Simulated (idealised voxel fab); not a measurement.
process module | voxel transistor to metal
cross-section cut | 180 nm wide | cells 5 nm
A cross-section is a grid of square cells, given in bands from the top down. A band is one or more rows of cells.
Each band's line starts with the height of the band's top and of its bottom, in nm. Then come its materials from left to right, each with its width in nm. One material with "throughout" fills the band from edge to edge. "air" is empty space.
Height 0 is the level under which the wafer as received is all one material. The lowest band goes on downwards, as in "0 down".
A width such as "30 to 40" changes by the same amount from each row of cells to the next, from the band's top row to its bottom row.
"no change" after a step means that no cell of the cross-section changed.
closed voids: empty space of 8 cells or more with no open way to the top, each as width x height at its distance from the left edge, in nm
after a step's settings: what the simulator itself notes on the step
overlay nm, on a step with a mask: how far to the right of its planned place the mask lay; to the left if negative
plan
1 op RECEIVE | material Si
2 op CONFORMAL_DEP | material SiO2 | thk nm 5
3 op CONFORMAL_DEP | material SiN | thk nm 10
4 op DIRECTIONAL_DEP | material aC | thk nm 10
5 op PATTERN | tone cover | mask id ACTIVE | material resist | width nm 110 | thk nm 30 | overlay nm 0
6 op DIRECTIONAL_ETCH | etch materials aC | depth nm 10
7 op STRIP | etch materials resist
8 op DIRECTIONAL_ETCH | etch materials SiN | depth nm 10
9 op DIRECTIONAL_ETCH | etch materials SiO2 | depth nm 5
10 op DIRECTIONAL_ETCH | etch materials Si | depth nm 30
11 op STRIP | etch materials aC
12 op FILL_DEP | material SiO2 | thk nm 10
13 op CMP | height nm 15
14 op SELECTIVE_ETCH | etch materials SiO2 | depth nm 5
15 op STRIP | etch materials SiN
16 op SELECTIVE_ETCH | etch materials SiO2 | depth nm 5
17 op OXIDIZE | depth nm 5
18 op DIRECTIONAL_DEP | material polySi | thk nm 25
19 op DIRECTIONAL_DEP | material SiCN | thk nm 15
20 op PATTERN | tone cover | mask id GATE | material resist | width nm 30 | thk nm 20 | overlay nm 0
21 op DIRECTIONAL_ETCH | etch materials SiCN | depth nm 25
22 op DIRECTIONAL_ETCH | etch materials polySi | depth nm 35
23 op STRIP | etch materials resist
24 op CONFORMAL_DEP | material SiN | thk nm 5
25 op DIRECTIONAL_ETCH | etch materials SiN | depth nm 5
26 op DIRECTIONAL_ETCH | etch materials SiO2 | depth nm 5
27 op DIRECTIONAL_ETCH | etch materials Si | depth nm 10
28 op EPI | material SiGe | thk nm 10
29 op FILL_DEP | material SiO2 | thk nm 10
30 op CMP | height nm 25
31 op STRIP | etch materials polySi
32 op SELECTIVE_ETCH | etch materials SiO2 | depth nm 5
33 op CONFORMAL_DEP | material HfO2 | thk nm 5
34 op CONFORMAL_DEP | material TiN | thk nm 5
35 op FILL_DEP | material W | thk nm 10
36 op CMP | height nm 20
37 op DIRECTIONAL_DEP | material SiO2 | thk nm 10
38 op DIRECTIONAL_DEP | material aC | thk nm 10
39 op PATTERN | tone open | mask id CONTACT | material resist | width nm 15 | pitch nm 75 | thk nm 25 | overlay nm 0
40 op DIRECTIONAL_ETCH | etch materials aC | depth nm 10
41 op STRIP | etch materials resist
42 op DIRECTIONAL_ETCH | etch materials SiO2 | depth nm 35
43 op STRIP | etch materials aC
44 op CONFORMAL_DEP | material TiN | thk nm 5
45 op FILL_DEP | material W | thk nm 5
46 op CMP | height nm 30
47 op DIRECTIONAL_DEP | material TiN | thk nm 5
48 op DIRECTIONAL_DEP | material Ru | thk nm 20
49 op DIRECTIONAL_DEP | material aC | thk nm 15
50 op PATTERN | tone cover | mask id METAL_1 | material resist | width nm 15 | pitch nm 75 | thk nm 35 | overlay nm 0
51 op DIRECTIONAL_ETCH | etch materials aC | depth nm 15
52 op STRIP | etch materials resist
53 op DIRECTIONAL_ETCH | etch materials Ru | depth nm 20
54 op DIRECTIONAL_ETCH | etch materials TiN | depth nm 5
55 op STRIP | etch materials aC
56 op CONFORMAL_DEP | material SiN | thk nm 5
57 op FILL_DEP | material lowk | thk nm 10
58 op CMP | height nm 55
59 op CONFORMAL_DEP | material SiCN | thk nm 5
as received, after step 1
  0 down: Si throughout
  closed voids: none
first wafer at the end, as planned
  60 to 55: SiCN throughout
  55 to 35: lowk 40 | SiN 5 | Ru 15 | SiN 5 | lowk 50 | SiN 5 | Ru 15 | SiN 5 | lowk 40
  35 to 30: SiN 45 | TiN 15 | SiN 60 | TiN 15 | SiN 45
  30 to 20: SiO2 45 | TiN 5 | W 5 | TiN 5 | SiO2 60 | TiN 5 | W 5 | TiN 5 | SiO2 45
  20 to 5: SiO2 45 | TiN 5 | W 5 | TiN 5 | SiO2 10 | SiN 5 | HfO2 5 | TiN 5 | W 10 | TiN 5 | HfO2 5 | SiN 5 | SiO2 10 | TiN 5 | W 5 | TiN 5 | SiO2 45
  5 to 0: SiO2 30 | SiN 5 | SiO2 10 | TiN 5 | W 5 | TiN 5 | SiGe 10 | SiN 5 | HfO2 5 | TiN 20 | HfO2 5 | SiN 5 | SiGe 10 | TiN 5 | W 5 | TiN 5 | SiO2 10 | SiN 5 | SiO2 30
  0 to -5: SiO2 45 | TiN 15 | SiGe 10 | HfO2 40 | SiGe 10 | TiN 15 | SiO2 45
  -5 to -15: SiO2 35 | SiGe 35 | Si 40 | SiGe 35 | SiO2 35
  -15 to -30: SiO2 35 | Si 110 | SiO2 35
  -30 down: Si throughout
  closed voids: none
second wafer at the end: like start, like plan, one mistake
  60 to 55: SiCN throughout
  55 to 35: lowk 40 | SiN 5 | Ru 15 | SiN 5 | lowk 50 | SiN 5 | Ru 15 | SiN 5 | lowk 40
  35 to 30: SiN 45 | TiN 15 | SiN 60 | TiN 15 | SiN 45
  30 to 20: SiO2 45 | TiN 5 | W 5 | TiN 5 | SiO2 60 | TiN 5 | W 5 | TiN 5 | SiO2 45
  20 to 5: SiO2 45 | TiN 5 | W 5 | TiN 5 | SiO2 10 | SiN 5 | TiN 5 | HfO2 5 | W 10 | HfO2 5 | TiN 5 | SiN 5 | SiO2 10 | TiN 5 | W 5 | TiN 5 | SiO2 45
  5 to 0: SiO2 30 | SiN 5 | SiO2 10 | TiN 5 | W 5 | TiN 5 | SiGe 10 | SiN 5 | TiN 5 | HfO2 20 | TiN 5 | SiN 5 | SiGe 10 | TiN 5 | W 5 | TiN 5 | SiO2 10 | SiN 5 | SiO2 30
  0 to -5: SiO2 45 | TiN 15 | SiGe 10 | TiN 40 | SiGe 10 | TiN 15 | SiO2 45
  -5 to -15: SiO2 35 | SiGe 35 | Si 40 | SiGe 35 | SiO2 35
  -15 to -30: SiO2 35 | Si 110 | SiO2 35
  -30 down: Si throughout
  closed voids: none
what went wrong: steps 33 and 34 were swapped
at the end the second wafer has, in cells: 6 fewer of HfO2 | 6 more of TiN
